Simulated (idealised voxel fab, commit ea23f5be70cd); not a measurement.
process module | voxel self aligned contacts
cross-section cut | 295 nm wide | cells 5 nm
A cross-section is a grid of square cells, given in bands from the top down. A band is one or more rows of cells.
Each band's line starts with the height of the band's top and of its bottom, in nm. Then come its materials from left to right, each with its width in nm. One material with "throughout" fills the band from edge to edge. "air" is empty space.
Height 0 is the level under which the wafer as received is all one material. The lowest band goes on downwards, as in "0 down".
A width such as "30 to 40" changes by the same amount from each row of cells to the next, from the band's top row to its bottom row.
"no change" after a step means that no cell of the cross-section changed.
closed voids: empty space of 8 cells or more with no open way to the top, each as width x height at its distance from the left edge, in nm
after a step's settings: what the simulator itself notes on the step
overlay nm, on a step with a mask: how far to the right of its planned place the mask lay; to the left if negative
Each pair below shows a cross-section before one step and the cross-section after it, down to the lowest band that changed. The line under each pair gives the step between them, with its settings. The pairs can come from different runs of this module on the same starting wafer, so a pair continues from the pair above only where its "before" says so.
before
  0 down: Si throughout
  closed voids: none
after
  5 to 0: SiO2 throughout
  below 0: unchanged
  closed voids: none
the step between: op CONFORMAL_DEP | material SiO2 | thk nm 5
before: the cross-section after the pair above
after
  35 to 5: polySi throughout
  below 5: unchanged
  closed voids: none
the step between: op DIRECTIONAL_DEP | material polySi | thk nm 30
before: the cross-section after the pair above
after
  60 to 35: SiN throughout
  below 35: unchanged
  closed voids: none
the step between: op DIRECTIONAL_DEP | material SiN | thk nm 25
before: the cross-section after the pair above
after
  60 to 35: air 55 | SiN 30 | air 45 | SiN 30 | air 45 | SiN 30 | air 60
  below 35: unchanged
  closed voids: none
the step between: op MASKED_ETCH | tone cover | mask id GATE | width nm 30 | pitch nm 75 | etch materials SiN | depth nm 25 | overlay nm 0
before: the cross-section after the pair above
after
  60 to 35: air 55 | SiN 30 | air 45 | SiN 30 | air 45 | SiN 30 | air 60
  35 to 5: air 55 | polySi 30 | air 45 | polySi 30 | air 45 | polySi 30 | air 60
  below 5: unchanged
  closed voids: none
the step between: op MASKED_ETCH | tone cover | mask id GATE | width nm 30 | pitch nm 75 | etch materials polySi | depth nm 30 | overlay nm 0
before: the cross-section after the pair above
after
  70 to 35: air 45 | SiN 50 | air 25 | SiN 50 | air 25 | SiN 50 | air 50
  35 to 15: air 45 | SiN 10 | polySi 30 | SiN 10 | air 25 | SiN 10 | polySi 30 | SiN 10 | air 25 | SiN 10 | polySi 30 | SiN 10 | air 50
  15 to 5: SiN 55 | polySi 30 | SiN 45 | polySi 30 | SiN 45 | polySi 30 | SiN 60
  below 5: unchanged
  closed voids: none
the step between: op CONFORMAL_DEP | material SiN | thk nm 10
before: the cross-section after the pair above
after
  60 to 35: air 45 | SiN 50 | air 25 | SiN 50 | air 25 | SiN 50 | air 50
  35 to 5: air 45 | SiN 10 | polySi 30 | SiN 10 | air 25 | SiN 10 | polySi 30 | SiN 10 | air 25 | SiN 10 | polySi 30 | SiN 10 | air 50
  below 5: unchanged
  closed voids: none
the step between: op DIRECTIONAL_ETCH | etch materials SiN | depth nm 10
before: the cross-section after the pair above
after
  75 to 60: SiO2 throughout
  60 to 35: SiO2 45 | SiN 50 | SiO2 25 | SiN 50 | SiO2 25 | SiN 50 | SiO2 50
  35 to 5: SiO2 45 | SiN 10 | polySi 30 | SiN 10 | SiO2 25 | SiN 10 | polySi 30 | SiN 10 | SiO2 25 | SiN 10 | polySi 30 | SiN 10 | SiO2 50
  below 5: unchanged
  closed voids: none
the step between: op FILL_DEP | material SiO2 | thk nm 15
before: the cross-section after the pair above
after
  65 to 60: SiO2 throughout
  below 60: unchanged
  closed voids: none
the step between: op CMP | height nm 65
before: the cross-section after the pair above
after
  80 to 65: resist 80 | air 55 | resist 20 | air 55 | resist 85
  below 65: unchanged
  closed voids: none
the step between: op PATTERN | tone open | mask id CONTACT | material resist | width nm 55 | pitch nm 75 | thk nm 15 | overlay nm 0
before: the cross-section after the pair above
after
  80 to 65: resist 80 | air 55 | resist 20 | air 55 | resist 85
  65 to 60: SiO2 80 | air 55 | SiO2 20 | air 55 | SiO2 85
  60 to 35: SiO2 45 | SiN 50 | air 25 | SiN 50 | air 25 | SiN 50 | SiO2 50
  35 to 5: SiO2 45 | SiN 10 | polySi 30 | SiN 10 | air 25 | SiN 10 | polySi 30 | SiN 10 | air 25 | SiN 10 | polySi 30 | SiN 10 | SiO2 50
  5 to 0: SiO2 95 | air 25 | SiO2 50 | air 25 | SiO2 100
  below 0: unchanged
  closed voids: none
the step between: op DIRECTIONAL_ETCH | etch materials SiO2 | depth nm 65
before: the cross-section after the pair above
after
  65 to 60: SiO2 80 | air 55 | SiO2 20 | air 55 | SiO2 85
  below 60: unchanged
  closed voids: none
the step between: op STRIP | etch materials resist
before: the cross-section after the pair above
after
  70 to 65: TiN 85 | air 45 | TiN 30 | air 45 | TiN 90
  65 to 60: SiO2 80 | TiN 20 | air 15 | TiN 20 | SiO2 20 | TiN 20 | air 15 | TiN 20 | SiO2 85
  60 to 35: SiO2 45 | SiN 50 | TiN 5 | air 15 | TiN 5 | SiN 50 | TiN 5 | air 15 | TiN 5 | SiN 50 | SiO2 50
  35 to 5: SiO2 45 | SiN 10 | polySi 30 | SiN 10 | TiN 5 | air 15 | TiN 5 | SiN 10 | polySi 30 | SiN 10 | TiN 5 | air 15 | TiN 5 | SiN 10 | polySi 30 | SiN 10 | SiO2 50
  5 to 0: SiO2 95 | TiN 25 | SiO2 50 | TiN 25 | SiO2 100
  below 0: unchanged
  closed voids: none
the step between: op CONFORMAL_DEP | material TiN | thk nm 5
before: the cross-section after the pair above
after
  80 to 70: W throughout
  70 to 65: TiN 85 | W 45 | TiN 30 | W 45 | TiN 90
  65 to 60: SiO2 80 | TiN 20 | W 15 | TiN 20 | SiO2 20 | TiN 20 | W 15 | TiN 20 | SiO2 85
  60 to 35: SiO2 45 | SiN 50 | TiN 5 | W 15 | TiN 5 | SiN 50 | TiN 5 | W 15 | TiN 5 | SiN 50 | SiO2 50
  35 to 5: SiO2 45 | SiN 10 | polySi 30 | SiN 10 | TiN 5 | W 15 | TiN 5 | SiN 10 | polySi 30 | SiN 10 | TiN 5 | W 15 | TiN 5 | SiN 10 | polySi 30 | SiN 10 | SiO2 50
  below 5: unchanged
  closed voids: none
the step between: op FILL_DEP | material W | thk nm 10
before: the cross-section after the pair above
after
  65 to 60: SiO2 80 | TiN 20 | W 15 | TiN 20 | SiO2 20 | TiN 20 | W 15 | TiN 20 | SiO2 85
  below 60: unchanged
  closed voids: none
the step between: op CMP | height nm 65
before: the cross-section after the pair above
after
  70 to 65: SiCN throughout
  below 65: unchanged
  closed voids: none
the step between: op CONFORMAL_DEP | material SiCN | thk nm 5
before
  60 to 35: air 55 | SiN 30 | air 45 | SiN 30 | air 45 | SiN 30 | air 60
  35 to 5: air 55 | polySi 30 | air 45 | polySi 30 | air 45 | polySi 30 | air 60
  5 to 0: SiO2 throughout
  0 down: Si throughout
  closed voids: none
after
  50 to 35: air 55 | SiN 30 | air 45 | SiN 30 | air 45 | SiN 30 | air 60
  below 35: unchanged
  closed voids: none
the step between: op DIRECTIONAL_ETCH | etch materials SiN | depth nm 10
before: the cross-section after the pair above
after
  65 to 50: SiO2 throughout
  50 to 35: SiO2 55 | SiN 30 | SiO2 45 | SiN 30 | SiO2 45 | SiN 30 | SiO2 60
  35 to 5: SiO2 55 | polySi 30 | SiO2 45 | polySi 30 | SiO2 45 | polySi 30 | SiO2 60
  below 5: unchanged
  closed voids: none
the step between: op FILL_DEP | material SiO2 | thk nm 15
before: the cross-section after the pair above
after
  80 to 65: resist 80 | air 55 | resist 20 | air 55 | resist 85
  below 65: unchanged
  closed voids: none
the step between: op PATTERN | tone open | mask id CONTACT | material resist | width nm 55 | pitch nm 75 | thk nm 15 | overlay nm 0
before: the cross-section after the pair above
after
  80 to 65: resist 80 | air 55 | resist 20 | air 55 | resist 85
  65 to 50: SiO2 80 | air 55 | SiO2 20 | air 55 | SiO2 85
  50 to 35: SiO2 55 | SiN 30 | air 45 | SiN 30 | air 45 | SiN 30 | SiO2 60
  35 to 5: SiO2 55 | polySi 30 | air 45 | polySi 30 | air 45 | polySi 30 | SiO2 60
  5 to 0: SiO2 85 | air 45 | SiO2 30 | air 45 | SiO2 90
  below 0: unchanged
  closed voids: none
the step between: op DIRECTIONAL_ETCH | etch materials SiO2 | depth nm 65
before: the cross-section after the pair above
after
  65 to 50: SiO2 80 | air 55 | SiO2 20 | air 55 | SiO2 85
  below 50: unchanged
  closed voids: none
the step between: op STRIP | etch materials resist
before: the cross-section after the pair above
after
  70 to 65: TiN 85 | air 45 | TiN 30 | air 45 | TiN 90
  65 to 55: SiO2 80 | TiN 5 | air 45 | TiN 5 | SiO2 20 | TiN 5 | air 45 | TiN 5 | SiO2 85
  55 to 50: SiO2 80 | TiN 10 | air 35 | TiN 10 | SiO2 20 | TiN 10 | air 35 | TiN 10 | SiO2 85
  50 to 35: SiO2 55 | SiN 30 | TiN 5 | air 35 | TiN 5 | SiN 30 | TiN 5 | air 35 | TiN 5 | SiN 30 | SiO2 60
  35 to 5: SiO2 55 | polySi 30 | TiN 5 | air 35 | TiN 5 | polySi 30 | TiN 5 | air 35 | TiN 5 | polySi 30 | SiO2 60
  5 to 0: SiO2 85 | TiN 45 | SiO2 30 | TiN 45 | SiO2 90
  below 0: unchanged
  closed voids: none
the step between: op CONFORMAL_DEP | material TiN | thk nm 5
before: the cross-section after the pair above
after
  80 to 70: W throughout
  70 to 65: TiN 85 | W 45 | TiN 30 | W 45 | TiN 90
  65 to 55: SiO2 80 | TiN 5 | W 45 | TiN 5 | SiO2 20 | TiN 5 | W 45 | TiN 5 | SiO2 85
  55 to 50: SiO2 80 | TiN 10 | W 35 | TiN 10 | SiO2 20 | TiN 10 | W 35 | TiN 10 | SiO2 85
  50 to 35: SiO2 55 | SiN 30 | TiN 5 | W 35 | TiN 5 | SiN 30 | TiN 5 | W 35 | TiN 5 | SiN 30 | SiO2 60
  35 to 5: SiO2 55 | polySi 30 | TiN 5 | W 35 | TiN 5 | polySi 30 | TiN 5 | W 35 | TiN 5 | polySi 30 | SiO2 60
  below 5: unchanged
  closed voids: none
the step between: op FILL_DEP | material W | thk nm 10
before: the cross-section after the pair above
after
  65 to 55: SiO2 80 | TiN 5 | W 45 | TiN 5 | SiO2 20 | TiN 5 | W 45 | TiN 5 | SiO2 85
  below 55: unchanged
  closed voids: none
the step between: op CMP | height nm 65
before: the cross-section after the pair above
after
  70 to 65: SiCN throughout
  below 65: unchanged
  closed voids: none
the step between: op CONFORMAL_DEP | material SiCN | thk nm 5
before
  35 to 5: polySi throughout
  5 to 0: SiO2 throughout
  0 down: Si throughout
  closed voids: none
after
  65 to 5: polySi throughout
  below 5: unchanged
  closed voids: none
the step between: op DIRECTIONAL_DEP | material polySi | thk nm 30
before: the cross-section after the pair above
after
  90 to 65: SiN throughout
  below 65: unchanged
  closed voids: none
the step between: op DIRECTIONAL_DEP | material SiN | thk nm 25
before: the cross-section after the pair above
after
  90 to 65: air 55 | SiN 30 | air 45 | SiN 30 | air 45 | SiN 30 | air 60
  below 65: unchanged
  closed voids: none
the step between: op MASKED_ETCH | tone cover | mask id GATE | width nm 30 | pitch nm 75 | etch materials SiN | depth nm 25 | overlay nm 0
before: the cross-section after the pair above
after
  90 to 65: air 55 | SiN 30 | air 45 | SiN 30 | air 45 | SiN 30 | air 60
  65 to 35: air 55 | polySi 30 | air 45 | polySi 30 | air 45 | polySi 30 | air 60
  below 35: unchanged
  closed voids: none
the step between: op MASKED_ETCH | tone cover | mask id GATE | width nm 30 | pitch nm 75 | etch materials polySi | depth nm 30 | overlay nm 0
before: the cross-section after the pair above
after
  100 to 65: air 45 | SiN 50 | air 25 | SiN 50 | air 25 | SiN 50 | air 50
  65 to 45: air 45 | SiN 10 | polySi 30 | SiN 10 | air 25 | SiN 10 | polySi 30 | SiN 10 | air 25 | SiN 10 | polySi 30 | SiN 10 | air 50
  45 to 35: SiN 55 | polySi 30 | SiN 45 | polySi 30 | SiN 45 | polySi 30 | SiN 60
  below 35: unchanged
  closed voids: none
the step between: op CONFORMAL_DEP | material SiN | thk nm 10
before: the cross-section after the pair above
after
  90 to 65: air 45 | SiN 50 | air 25 | SiN 50 | air 25 | SiN 50 | air 50
  65 to 35: air 45 | SiN 10 | polySi 30 | SiN 10 | air 25 | SiN 10 | polySi 30 | SiN 10 | air 25 | SiN 10 | polySi 30 | SiN 10 | air 50
  below 35: unchanged
  closed voids: none
the step between: op DIRECTIONAL_ETCH | etch materials SiN | depth nm 10
before: the cross-section after the pair above
after
  105 to 90: SiO2 throughout
  90 to 65: SiO2 45 | SiN 50 | SiO2 25 | SiN 50 | SiO2 25 | SiN 50 | SiO2 50
  65 to 35: SiO2 45 | SiN 10 | polySi 30 | SiN 10 | SiO2 25 | SiN 10 | polySi 30 | SiN 10 | SiO2 25 | SiN 10 | polySi 30 | SiN 10 | SiO2 50
  below 35: unchanged
  closed voids: none
the step between: op FILL_DEP | material SiO2 | thk nm 15
before: the cross-section after the pair above
after
  65 to 35: SiO2 45 | SiN 10 | polySi 30 | SiN 10 | SiO2 25 | SiN 10 | polySi 30 | SiN 10 | SiO2 25 | SiN 10 | polySi 30 | SiN 10 | SiO2 50
  below 35: unchanged
  closed voids: none
the step between: op CMP | height nm 65
before: the cross-section after the pair above
after
  80 to 65: resist 80 | air 55 | resist 20 | air 55 | resist 85
  below 65: unchanged
  closed voids: none
the step between: op PATTERN | tone open | mask id CONTACT | material resist | width nm 55 | pitch nm 75 | thk nm 15 | overlay nm 0
before: the cross-section after the pair above
after
  80 to 65: resist 80 | air 55 | resist 20 | air 55 | resist 85
  65 to 35: SiO2 45 | SiN 10 | polySi 30 | SiN 10 | air 25 | SiN 10 | polySi 30 | SiN 10 | air 25 | SiN 10 | polySi 30 | SiN 10 | SiO2 50
  below 35: unchanged
  closed voids: none
the step between: op DIRECTIONAL_ETCH | etch materials SiO2 | depth nm 65
before: the cross-section after the pair above
after
  65 to 35: SiO2 45 | SiN 10 | polySi 30 | SiN 10 | air 25 | SiN 10 | polySi 30 | SiN 10 | air 25 | SiN 10 | polySi 30 | SiN 10 | SiO2 50
  below 35: unchanged
  closed voids: none
the step between: op STRIP | etch materials resist
before: the cross-section after the pair above
after
  70 to 65: TiN 100 | air 15 | TiN 60 | air 15 | TiN 105
  65 to 40: SiO2 45 | SiN 10 | polySi 30 | SiN 10 | TiN 5 | air 15 | TiN 5 | SiN 10 | polySi 30 | SiN 10 | TiN 5 | air 15 | TiN 5 | SiN 10 | polySi 30 | SiN 10 | SiO2 50
  40 to 35: SiO2 45 | SiN 10 | polySi 30 | SiN 10 | TiN 25 | SiN 10 | polySi 30 | SiN 10 | TiN 25 | SiN 10 | polySi 30 | SiN 10 | SiO2 50
  below 35: unchanged
  closed voids: none
the step between: op CONFORMAL_DEP | material TiN | thk nm 5
before: the cross-section after the pair above
after
  80 to 70: W throughout
  70 to 65: TiN 100 | W 15 | TiN 60 | W 15 | TiN 105
  65 to 40: SiO2 45 | SiN 10 | polySi 30 | SiN 10 | TiN 5 | W 15 | TiN 5 | SiN 10 | polySi 30 | SiN 10 | TiN 5 | W 15 | TiN 5 | SiN 10 | polySi 30 | SiN 10 | SiO2 50
  below 40: unchanged
  closed voids: none
the step between: op FILL_DEP | material W | thk nm 10
before: the cross-section after the pair above
after
  65 to 40: SiO2 45 | SiN 10 | polySi 30 | SiN 10 | TiN 5 | W 15 | TiN 5 | SiN 10 | polySi 30 | SiN 10 | TiN 5 | W 15 | TiN 5 | SiN 10 | polySi 30 | SiN 10 | SiO2 50
  below 40: unchanged
  closed voids: none
the step between: op CMP | height nm 65
before: the cross-section after the pair above
after
  70 to 65: SiCN throughout
  below 65: unchanged
  closed voids: none
the step between: op CONFORMAL_DEP | material SiCN | thk nm 5
before
  50 to 35: air 55 | SiN 30 | air 45 | SiN 30 | air 45 | SiN 30 | air 60
  35 to 5: air 55 | polySi 30 | air 45 | polySi 30 | air 45 | polySi 30 | air 60
  5 to 0: SiO2 throughout
  0 down: Si throughout
  closed voids: none
after
  60 to 35: air 45 | SiN 50 | air 25 | SiN 50 | air 25 | SiN 50 | air 50
  35 to 15: air 45 | SiN 10 | polySi 30 | SiN 10 | air 25 | SiN 10 | polySi 30 | SiN 10 | air 25 | SiN 10 | polySi 30 | SiN 10 | air 50
  15 to 5: SiN 55 | polySi 30 | SiN 45 | polySi 30 | SiN 45 | polySi 30 | SiN 60
  below 5: unchanged
  closed voids: none
the step between: op CONFORMAL_DEP | material SiN | thk nm 10
before: the cross-section after the pair above
after
  75 to 60: SiO2 throughout
  60 to 35: SiO2 45 | SiN 50 | SiO2 25 | SiN 50 | SiO2 25 | SiN 50 | SiO2 50
  35 to 15: SiO2 45 | SiN 10 | polySi 30 | SiN 10 | SiO2 25 | SiN 10 | polySi 30 | SiN 10 | SiO2 25 | SiN 10 | polySi 30 | SiN 10 | SiO2 50
  below 15: unchanged
  closed voids: none
the step between: op FILL_DEP | material SiO2 | thk nm 15
before: the cross-section after the pair above
after
  65 to 60: SiO2 throughout
  below 60: unchanged
  closed voids: none
the step between: op CMP | height nm 65
before: the cross-section after the pair above
after
  80 to 65: resist 80 | air 55 | resist 20 | air 55 | resist 85
  below 65: unchanged
  closed voids: none
the step between: op PATTERN | tone open | mask id CONTACT | material resist | width nm 55 | pitch nm 75 | thk nm 15 | overlay nm 0
before: the cross-section after the pair above
after
  80 to 65: resist 80 | air 55 | resist 20 | air 55 | resist 85
  65 to 60: SiO2 80 | air 55 | SiO2 20 | air 55 | SiO2 85
  60 to 35: SiO2 45 | SiN 50 | air 25 | SiN 50 | air 25 | SiN 50 | SiO2 50
  35 to 15: SiO2 45 | SiN 10 | polySi 30 | SiN 10 | air 25 | SiN 10 | polySi 30 | SiN 10 | air 25 | SiN 10 | polySi 30 | SiN 10 | SiO2 50
  below 15: unchanged
  closed voids: none
the step between: op DIRECTIONAL_ETCH | etch materials SiO2 | depth nm 65
before: the cross-section after the pair above
after
  65 to 60: SiO2 80 | air 55 | SiO2 20 | air 55 | SiO2 85
  below 60: unchanged
  closed voids: none
the step between: op STRIP | etch materials resist
before: the cross-section after the pair above
after
  70 to 65: TiN 85 | air 45 | TiN 30 | air 45 | TiN 90
  65 to 60: SiO2 80 | TiN 20 | air 15 | TiN 20 | SiO2 20 | TiN 20 | air 15 | TiN 20 | SiO2 85
  60 to 35: SiO2 45 | SiN 50 | TiN 5 | air 15 | TiN 5 | SiN 50 | TiN 5 | air 15 | TiN 5 | SiN 50 | SiO2 50
  35 to 20: SiO2 45 | SiN 10 | polySi 30 | SiN 10 | TiN 5 | air 15 | TiN 5 | SiN 10 | polySi 30 | SiN 10 | TiN 5 | air 15 | TiN 5 | SiN 10 | polySi 30 | SiN 10 | SiO2 50
  20 to 15: SiO2 45 | SiN 10 | polySi 30 | SiN 10 | TiN 25 | SiN 10 | polySi 30 | SiN 10 | TiN 25 | SiN 10 | polySi 30 | SiN 10 | SiO2 50
  below 15: unchanged
  closed voids: none
the step between: op CONFORMAL_DEP | material TiN | thk nm 5
before: the cross-section after the pair above
after
  80 to 70: W throughout
  70 to 65: TiN 85 | W 45 | TiN 30 | W 45 | TiN 90
  65 to 60: SiO2 80 | TiN 20 | W 15 | TiN 20 | SiO2 20 | TiN 20 | W 15 | TiN 20 | SiO2 85
  60 to 35: SiO2 45 | SiN 50 | TiN 5 | W 15 | TiN 5 | SiN 50 | TiN 5 | W 15 | TiN 5 | SiN 50 | SiO2 50
  35 to 20: SiO2 45 | SiN 10 | polySi 30 | SiN 10 | TiN 5 | W 15 | TiN 5 | SiN 10 | polySi 30 | SiN 10 | TiN 5 | W 15 | TiN 5 | SiN 10 | polySi 30 | SiN 10 | SiO2 50
  below 20: unchanged
  closed voids: none
the step between: op FILL_DEP | material W | thk nm 10
before: the cross-section after the pair above
after
  65 to 60: SiO2 80 | TiN 20 | W 15 | TiN 20 | SiO2 20 | TiN 20 | W 15 | TiN 20 | SiO2 85
  below 60: unchanged
  closed voids: none
the step between: op CMP | height nm 65
before: the cross-section after the pair above
after
  70 to 65: SiCN throughout
  below 65: unchanged
  closed voids: none
the step between: op CONFORMAL_DEP | material SiCN | thk nm 5
before
  35 to 5: polySi throughout
  5 to 0: SiO2 throughout
  0 down: Si throughout
  closed voids: none
after
  65 to 35: SiN throughout
  below 35: unchanged
  closed voids: none
the step between: op DIRECTIONAL_DEP | material SiN | thk nm 30
before: the cross-section after the pair above
after
  65 to 40: air 55 | SiN 30 | air 45 | SiN 30 | air 45 | SiN 30 | air 60
  below 40: unchanged
  closed voids: none
the step between: op MASKED_ETCH | tone cover | mask id GATE | width nm 30 | pitch nm 75 | etch materials SiN | depth nm 25 | overlay nm 0
before: the cross-section after the pair above
after
  75 to 50: air 45 | SiN 50 | air 25 | SiN 50 | air 25 | SiN 50 | air 50
  50 to 35: SiN throughout
  below 35: unchanged
  closed voids: none
the step between: op CONFORMAL_DEP | material SiN | thk nm 10
before: the cross-section after the pair above
after
  65 to 40: air 45 | SiN 50 | air 25 | SiN 50 | air 25 | SiN 50 | air 50
  below 40: unchanged
  closed voids: none
the step between: op DIRECTIONAL_ETCH | etch materials SiN | depth nm 10
before: the cross-section after the pair above
after
  80 to 65: SiO2 throughout
  65 to 40: SiO2 45 | SiN 50 | SiO2 25 | SiN 50 | SiO2 25 | SiN 50 | SiO2 50
  below 40: unchanged
  closed voids: none
the step between: op FILL_DEP | material SiO2 | thk nm 15
before: the cross-section after the pair above
after
  65 to 40: SiO2 45 | SiN 50 | SiO2 25 | SiN 50 | SiO2 25 | SiN 50 | SiO2 50
  below 40: unchanged
  closed voids: none
the step between: op CMP | height nm 65
before: the cross-section after the pair above
after
  80 to 65: resist 80 | air 55 | resist 20 | air 55 | resist 85
  below 65: unchanged
  closed voids: none
the step between: op PATTERN | tone open | mask id CONTACT | material resist | width nm 55 | pitch nm 75 | thk nm 15 | overlay nm 0
before: the cross-section after the pair above
after
  80 to 65: resist 80 | air 55 | resist 20 | air 55 | resist 85
  65 to 40: SiO2 45 | SiN 50 | air 25 | SiN 50 | air 25 | SiN 50 | SiO2 50
  below 40: unchanged
  closed voids: none
the step between: op DIRECTIONAL_ETCH | etch materials SiO2 | depth nm 65
before: the cross-section after the pair above
after
  65 to 40: SiO2 45 | SiN 50 | air 25 | SiN 50 | air 25 | SiN 50 | SiO2 50
  below 40: unchanged
  closed voids: none
the step between: op STRIP | etch materials resist
before: the cross-section after the pair above
after
  70 to 65: TiN 100 | air 15 | TiN 60 | air 15 | TiN 105
  65 to 45: SiO2 45 | SiN 50 | TiN 5 | air 15 | TiN 5 | SiN 50 | TiN 5 | air 15 | TiN 5 | SiN 50 | SiO2 50
  45 to 40: SiO2 45 | SiN 50 | TiN 25 | SiN 50 | TiN 25 | SiN 50 | SiO2 50
  below 40: unchanged
  closed voids: none
the step between: op CONFORMAL_DEP | material TiN | thk nm 5
before: the cross-section after the pair above
after
  80 to 70: W throughout
  70 to 65: TiN 100 | W 15 | TiN 60 | W 15 | TiN 105
  65 to 45: SiO2 45 | SiN 50 | TiN 5 | W 15 | TiN 5 | SiN 50 | TiN 5 | W 15 | TiN 5 | SiN 50 | SiO2 50
  below 45: unchanged
  closed voids: none
the step between: op FILL_DEP | material W | thk nm 10
before: the cross-section after the pair above
after
  65 to 45: SiO2 45 | SiN 50 | TiN 5 | W 15 | TiN 5 | SiN 50 | TiN 5 | W 15 | TiN 5 | SiN 50 | SiO2 50
  below 45: unchanged
  closed voids: none
the step between: op CMP | height nm 65
before: the cross-section after the pair above
after
  70 to 65: SiCN throughout
  below 65: unchanged
  closed voids: none
the step between: op CONFORMAL_DEP | material SiCN | thk nm 5
before
  65 to 60: SiO2 throughout
  60 to 35: SiO2 45 | SiN 50 | SiO2 25 | SiN 50 | SiO2 25 | SiN 50 | SiO2 50
  35 to 5: SiO2 45 | SiN 10 | polySi 30 | SiN 10 | SiO2 25 | SiN 10 | polySi 30 | SiN 10 | SiO2 25 | SiN 10 | polySi 30 | SiN 10 | SiO2 50
  5 to 0: SiO2 throughout
  0 down: Si throughout
  closed voids: none
after
  80 to 65: resist 85 | air 50 | resist 25 | air 50 | resist 85
  below 65: unchanged
  closed voids: none
the step between: op PATTERN | tone open | mask id CONTACT | material resist | width nm 50 | pitch nm 75 | thk nm 15 | overlay nm 0
before: the cross-section after the pair above
after
  80 to 65: resist 85 | air 50 | resist 25 | air 50 | resist 85
  65 to 60: SiO2 85 | air 50 | SiO2 25 | air 50 | SiO2 85
  60 to 35: SiO2 45 | SiN 50 | air 25 | SiN 50 | air 25 | SiN 50 | SiO2 50
  35 to 5: SiO2 45 | SiN 10 | polySi 30 | SiN 10 | air 25 | SiN 10 | polySi 30 | SiN 10 | air 25 | SiN 10 | polySi 30 | SiN 10 | SiO2 50
  5 to 0: SiO2 95 | air 25 | SiO2 50 | air 25 | SiO2 100
  below 0: unchanged
  closed voids: none
the step between: op DIRECTIONAL_ETCH | etch materials SiO2 | depth nm 65
before: the cross-section after the pair above
after
  65 to 60: SiO2 85 | air 50 | SiO2 25 | air 50 | SiO2 85
  below 60: unchanged
  closed voids: none
the step between: op STRIP | etch materials resist
before: the cross-section after the pair above
after
  70 to 65: TiN 90 | air 40 | TiN 35 | air 40 | TiN 90
  65 to 60: SiO2 85 | TiN 15 | air 15 | TiN 20 | SiO2 25 | TiN 15 | air 15 | TiN 20 | SiO2 85
  60 to 35: SiO2 45 | SiN 50 | TiN 5 | air 15 | TiN 5 | SiN 50 | TiN 5 | air 15 | TiN 5 | SiN 50 | SiO2 50
  35 to 5: SiO2 45 | SiN 10 | polySi 30 | SiN 10 | TiN 5 | air 15 | TiN 5 | SiN 10 | polySi 30 | SiN 10 | TiN 5 | air 15 | TiN 5 | SiN 10 | polySi 30 | SiN 10 | SiO2 50
  5 to 0: SiO2 95 | TiN 25 | SiO2 50 | TiN 25 | SiO2 100
  below 0: unchanged
  closed voids: none
the step between: op CONFORMAL_DEP | material TiN | thk nm 5
before: the cross-section after the pair above
after
  80 to 70: W throughout
  70 to 65: TiN 90 | W 40 | TiN 35 | W 40 | TiN 90
  65 to 60: SiO2 85 | TiN 15 | W 15 | TiN 20 | SiO2 25 | TiN 15 | W 15 | TiN 20 | SiO2 85
  60 to 35: SiO2 45 | SiN 50 | TiN 5 | W 15 | TiN 5 | SiN 50 | TiN 5 | W 15 | TiN 5 | SiN 50 | SiO2 50
  35 to 5: SiO2 45 | SiN 10 | polySi 30 | SiN 10 | TiN 5 | W 15 | TiN 5 | SiN 10 | polySi 30 | SiN 10 | TiN 5 | W 15 | TiN 5 | SiN 10 | polySi 30 | SiN 10 | SiO2 50
  below 5: unchanged
  closed voids: none
the step between: op FILL_DEP | material W | thk nm 10
before: the cross-section after the pair above
after
  65 to 60: SiO2 85 | TiN 15 | W 15 | TiN 20 | SiO2 25 | TiN 15 | W 15 | TiN 20 | SiO2 85
  below 60: unchanged
  closed voids: none
the step between: op CMP | height nm 65
before: the cross-section after the pair above
after
  70 to 65: SiCN throughout
  below 65: unchanged
  closed voids: none
the step between: op CONFORMAL_DEP | material SiCN | thk nm 5
before
  60 to 35: air 55 | SiN 30 | air 45 | SiN 30 | air 45 | SiN 30 | air 60
  35 to 5: polySi throughout
  5 to 0: SiO2 throughout
  0 down: Si throughout
  closed voids: none
after
  60 to 35: air 55 | SiN 30 | air 45 | SiN 30 | air 45 | SiN 30 | air 60
  35 to 5: air 55 | polySi 40 | air 35 | polySi 40 | air 35 | polySi 40 | air 50
  below 5: unchanged
  closed voids: none
the step between: op MASKED_ETCH | tone cover | mask id GATE | width nm 30 | pitch nm 75 | etch materials polySi | depth nm 30 | overlay nm 10
before: the cross-section after the pair above
after
  70 to 45: air 45 | SiN 50 | air 25 | SiN 50 | air 25 | SiN 50 | air 50
  45 to 35: air 45 | SiN 60 | air 15 | SiN 60 | air 15 | SiN 60 | air 40
  35 to 15: air 45 | SiN 10 | polySi 40 | SiN 10 | air 15 | SiN 10 | polySi 40 | SiN 10 | air 15 | SiN 10 | polySi 40 | SiN 10 | air 40
  15 to 5: SiN 55 | polySi 40 | SiN 35 | polySi 40 | SiN 35 | polySi 40 | SiN 50
  below 5: unchanged
  closed voids: none
the step between: op CONFORMAL_DEP | material SiN | thk nm 10
before: the cross-section after the pair above
after
  60 to 35: air 45 | SiN 50 | air 25 | SiN 50 | air 25 | SiN 50 | air 50
  35 to 5: air 45 | SiN 10 | polySi 40 | SiN 10 | air 15 | SiN 10 | polySi 40 | SiN 10 | air 15 | SiN 10 | polySi 40 | SiN 10 | air 40
  below 5: unchanged
  closed voids: none
the step between: op DIRECTIONAL_ETCH | etch materials SiN | depth nm 10
before: the cross-section after the pair above
after
  75 to 60: SiO2 throughout
  60 to 35: SiO2 45 | SiN 50 | SiO2 25 | SiN 50 | SiO2 25 | SiN 50 | SiO2 50
  35 to 5: SiO2 45 | SiN 10 | polySi 40 | SiN 10 | SiO2 15 | SiN 10 | polySi 40 | SiN 10 | SiO2 15 | SiN 10 | polySi 40 | SiN 10 | SiO2 40
  below 5: unchanged
  closed voids: none
the step between: op FILL_DEP | material SiO2 | thk nm 15
before: the cross-section after the pair above
after
  65 to 60: SiO2 throughout
  below 60: unchanged
  closed voids: none
the step between: op CMP | height nm 65
before: the cross-section after the pair above
after
  80 to 65: resist 80 | air 55 | resist 20 | air 55 | resist 85
  below 65: unchanged
  closed voids: none
the step between: op PATTERN | tone open | mask id CONTACT | material resist | width nm 55 | pitch nm 75 | thk nm 15 | overlay nm 0
before: the cross-section after the pair above
after
  80 to 65: resist 80 | air 55 | resist 20 | air 55 | resist 85
  65 to 60: SiO2 80 | air 55 | SiO2 20 | air 55 | SiO2 85
  60 to 35: SiO2 45 | SiN 50 | air 25 | SiN 50 | air 25 | SiN 50 | SiO2 50
  35 to 5: SiO2 45 | SiN 10 | polySi 40 | SiN 10 | air 15 | SiN 10 | polySi 40 | SiN 10 | air 15 | SiN 10 | polySi 40 | SiN 10 | SiO2 40
  5 to 0: SiO2 105 | air 15 | SiO2 60 | air 15 | SiO2 100
  below 0: unchanged
  closed voids: none
the step between: op DIRECTIONAL_ETCH | etch materials SiO2 | depth nm 65
before: the cross-section after the pair above
after
  65 to 60: SiO2 80 | air 55 | SiO2 20 | air 55 | SiO2 85
  below 60: unchanged
  closed voids: none
the step between: op STRIP | etch materials resist
